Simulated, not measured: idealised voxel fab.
The process module presented herein is designated voxel local oxidation.
FYI the section here is cut, 245 nm wide, cells are 5 nm squares.
Format of a cross-section: grid, square cells. Given as bands. Order: top down. Band: one or more rows of cells.
Look at the band entry: it leads with the top's height and the bottom's height in nm. Then it lists the materials left to right, with a width in nm for each. The word "all across" on a single material says that material fills the band edge to edge. The word "air" is empty space.
All heights in this document are referenced to 0, defined as the level beneath which the wafer, as received, consists entirely of one material. The lowest band is not bounded below; it extends indefinitely downward and is written in the form "0 down".
The notation "30 to 40" denotes a width that varies across the rows of cells in the band, beginning at the first number in the top row, finishing at the second number in the bottom row, and changing by an identical amount from each row to the next.
When a step is marked "changes: none", none of the cells in the cross-section changed during that step.
Closed-off voids of 8+ cells (no open route to the top) go in "Voids, sealed", written width x height at distance from the left edge, in nm.
Formally, on a step line, whatever follows the settings is a remark that the simulator itself makes on the step.
overlay nm: for a step with a mask, the amount by which the mask lay right of where it was planned; a negative amount means left of it.

Steps planned for the process
- 1: op RECEIVE | material Si
- 2: op OXIDIZE | depth nm 5
- 3: op CONFORMAL_DEP | material SiN | thk nm 15
- 4: op DIRECTIONAL_DEP | material aC | thk nm 15
- 5: op PATTERN | tone cover | mask id ACTIVE | material resist | width nm 105 | thk nm 30 | overlay nm 0
- 6: op DIRECTIONAL_ETCH | etch materials aC | depth nm 15
- 7: op STRIP | etch materials resist
- 8: op DIRECTIONAL_ETCH | etch materials SiN | depth nm 15
- 9: op STRIP | etch materials aC
- 10: op SELECTIVE_ETCH | etch materials SiO2 | depth nm 5
- 11: op OXIDIZE | depth nm 15
- 12: op STRIP | etch materials SiN

First of two wafers, with the run carried out as planned

Cross-section of the wafer upon arrival, representing the state reached after step 1
> 0 down = Si all across
> Voids, sealed: none

Wafer after step 2 (cross-section)
> 0 to -5 = SiO2 all across
> Rest of section, below -5: as before.

Wafer after step 3 (cross-section)
> 15 to 0 = SiN all across
> Rest of section, below 0: as before.

Wafer after step 4 (cross-section)
> 30 to 15 = aC all across
> Rest of section, below 15: as before.

Wafer after step 5 (cross-section)
> 60 to 30 = 70 of air; 105 of resist; 70 of air
> Rest of section, below 30: as before.

Wafer after step 6 (cross-section)
> 45 to 30 = 70 of air; 105 of resist; 70 of air
> 30 to 15 = 70 of air; 105 of aC; 70 of air
> Rest of section, below 15: as before.

Wafer after step 7 (cross-section)
> 30 to 15 = 70 of air; 105 of aC; 70 of air
> Rest of section, below 15: as before.

Wafer after step 8 (cross-section)
> 30 to 15 = 70 of air; 105 of aC; 70 of air
> 15 to 0 = 70 of air; 105 of SiN; 70 of air
> Rest of section, below 0: as before.

Wafer after step 9 (cross-section)
> 15 to 0 = 70 of air; 105 of SiN; 70 of air
> Rest of section, below 0: as before.

Wafer after step 10 (cross-section)
> 15 to 0 = 70 of air; 105 of SiN; 70 of air
> 0 to -5 = 75 of air; 95 of SiO2; 75 of air
> Rest of section, below -5: as before.

Wafer after step 11 (cross-section)
> 15 to 0 = 70 of air; 105 of SiN; 70 of air
> 0 to -5 = 75 of air; 95 of SiO2; 75 of air
> -5 to -20 = 90 of SiO2; 65 of Si; 90 of SiO2
> Rest of section, below -20: as before.

Wafer after step 12 (cross-section)
> 0 to -5 = 75 of air; 95 of SiO2; 75 of air
> Rest of section, below -5: as before.

Second wafer, same starting conditions and recipe as the first, one mistake in executing it, nothing differs from the first up to and including step 10

Second wafer at the planned finish of step 11, seen in cross-section
> 15 to 0 = 70 of air; 105 of SiN; 70 of air
> 0 to -5 = 75 of air; 95 of SiO2; 75 of air
> -5 to -30 = 100 of SiO2; 45 of Si; 100 of SiO2
> Rest of section, below -30: as before.

Second wafer at the planned finish of step 12, seen in cross-section
> 0 to -5 = 75 of air; 95 of SiO2; 75 of air
> Rest of section, below -5: as before.
Here's what went sideways: step 11 deviated from plan and actually ran as op OXIDIZE | depth nm 25
Wrapping up, a cell-based count of both wafers puts the second over or under the first for these materials: 92 fewer of Si, 92 more of SiO2
